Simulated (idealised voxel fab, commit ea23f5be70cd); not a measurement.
voxel spacer lines: a process module
Section cut is 230 nm wide and gridded with 5 nm square cells.
Cross-sections here: square-cell grids, written as top-down lists of bands, a band being one or more rows of cells. Read a band's entry like this: the first values are the height of its top and the height of its bottom in nm, and what follows is the sequence of materials from left to right, each with its width in nm. Note that "empty" is empty space, and that a single material marked "all across" reaches across the band from edge to edge. A quick word on heights: they are counted from 0, and under that level the wafer as it came to us is one material throughout. The lowest band is different from the rest in having no bottom; it simply continues downward, written as in "0 nm and below". The notation "30..40" denotes a width that varies across the rows of cells in the band, beginning at the first number in the top row, finishing at the second number in the bottom row, and changing by an identical amount from each row to the next. "same as before" means the step left every cell of the cross-section as it was. Entry "Completely sealed voids" = empty spaces >= 8 cells with no open way to the top; each as width x height at distance, distance from left edge, all nm. Post-settings text on a step line: simulator's own remark regarding the step. "overlay nm", when on a step's line for a step with a mask, measures how far to the right of its planned place the mask lay; a negative measure means to the left.
# Steps planned for the process
| 1 | RECEIVE with material Si |
| 2 | CONFORMAL_DEP with material Al2O3, thk nm 10 |
| 3 | DIRECTIONAL_DEP with material polySi, thk nm 20 |
| 4 | DIRECTIONAL_DEP with material aC, thk nm 30 |
| 5 | PATTERN with tone cover, mask id MANDREL, material resist, width nm 20, pitch nm 70, thk nm 35, overlay nm 0 |
| 6 | DIRECTIONAL_ETCH with etch materials aC, depth nm 30 |
| 7 | STRIP with etch materials resist |
| 8 | CONFORMAL_DEP with material SiO2, thk nm 15 |
| 9 | DIRECTIONAL_ETCH with etch materials SiO2, depth nm 15 |
| 10 | STRIP with etch materials aC |
| 11 | DIRECTIONAL_ETCH with etch materials polySi, depth nm 20 |
| 12 | STRIP with etch materials SiO2 |
| 13 | FILL_DEP with material SiO2, thk nm 5 |
| 14 | CMP with height nm 30 |
# What follows covers the first of two wafers; it ran as planned
# So this is the incoming wafer in cross-section - it's already been through step 1
> 0 nm and below: Si all across
> Completely sealed voids: none
# State of the wafer after step 2, shown in cross-section
> 10 nm to 0 nm: Al2O3 all across
> Below 0, the layers are the same as they were.
# State of the wafer after step 3, shown in cross-section
> 30 nm to 10 nm: polySi all across
> Below 10, the layers are the same as they were.
# State of the wafer after step 4, shown in cross-section
> 60 nm to 30 nm: aC all across
> Below 30, the layers are the same as they were.
# State of the wafer after step 5, shown in cross-section
> 95 nm to 60 nm: empty 70, then resist 20, then empty 50, then resist 20, then empty 70
> Below 60, the layers are the same as they were.
# State of the wafer after step 6, shown in cross-section
> 65 nm to 60 nm: empty 70, then resist 20, then empty 50, then resist 20, then empty 70
> 60 nm to 30 nm: empty 70, then aC 20, then empty 50, then aC 20, then empty 70
> Below 30, the layers are the same as they were.
# State of the wafer after step 7, shown in cross-section
> 60 nm to 30 nm: empty 70, then aC 20, then empty 50, then aC 20, then empty 70
> Below 30, the layers are the same as they were.
# State of the wafer after step 8, shown in cross-section
> 75 nm to 60 nm: empty 55, then SiO2 50, then empty 20, then SiO2 50, then empty 55
> 60 nm to 45 nm: empty 55, then SiO2 15, then aC 20, then SiO2 15, then empty 20, then SiO2 15, then aC 20, then SiO2 15, then empty 55
> 45 nm to 30 nm: SiO2 70, then aC 20, then SiO2 50, then aC 20, then SiO2 70
> Below 30, the layers are the same as they were.
# State of the wafer after step 9, shown in cross-section
> 60 nm to 30 nm: empty 55, then SiO2 15, then aC 20, then SiO2 15, then empty 20, then SiO2 15, then aC 20, then SiO2 15, then empty 55
> Below 30, the layers are the same as they were.
# State of the wafer after step 10, shown in cross-section
> 60 nm to 30 nm: empty 55, then SiO2 15, then empty 20, then SiO2 15, then empty 20, then SiO2 15, then empty 20, then SiO2 15, then empty 55
> Below 30, the layers are the same as they were.
# State of the wafer after step 11, shown in cross-section
> 60 nm to 30 nm: empty 55, then SiO2 15, then empty 20, then SiO2 15, then empty 20, then SiO2 15, then empty 20, then SiO2 15, then empty 55
> 30 nm to 10 nm: empty 55, then polySi 15, then empty 20, then polySi 15, then empty 20, then polySi 15, then empty 20, then polySi 15, then empty 55
> Below 10, the layers are the same as they were.
# State of the wafer after step 12, shown in cross-section
> 30 nm to 10 nm: empty 55, then polySi 15, then empty 20, then polySi 15, then empty 20, then polySi 15, then empty 20, then polySi 15, then empty 55
> Below 10, the layers are the same as they were.
# State of the wafer after step 13, shown in cross-section
> 35 nm to 30 nm: SiO2 all across
> 30 nm to 10 nm: SiO2 55, then polySi 15, then SiO2 20, then polySi 15, then SiO2 20, then polySi 15, then SiO2 20, then polySi 15, then SiO2 55
> Below 10, the layers are the same as they were.
# State of the wafer after step 14, shown in cross-section
> 30 nm to 10 nm: SiO2 55, then polySi 15, then SiO2 20, then polySi 15, then SiO2 20, then polySi 15, then SiO2 20, then polySi 15, then SiO2 55
> Below 10, the layers are the same as they were.
# The Second Wafer: Common Origin and Plan, One Mistake in Execution, Identical to the First Through Step 11
Cross-section of the second wafer at the time by which step 12 should have been completed according to the plan: same as before
# Cross-section of the second wafer at the time by which step 13 should have been completed according to the plan
> 65 nm to 30 nm: SiO2 all across
> 30 nm to 10 nm: SiO2 55, then polySi 15, then SiO2 20, then polySi 15, then SiO2 20, then polySi 15, then SiO2 20, then polySi 15, then SiO2 55
> Below 10, the layers are the same as they were.
# Cross-section of the second wafer at the time by which step 14 should have been completed according to the plan
> 30 nm to 10 nm: SiO2 55, then polySi 15, then SiO2 20, then polySi 15, then SiO2 20, then polySi 15, then SiO2 20, then polySi 15, then SiO2 55
> Below 10, the layers are the same as they were.
Processing error: plan step 12 was not performed, having been skipped
It should be noted that the final cross-sections of the two wafers coincide, and the mistake therefore has no effect on the output of this model.
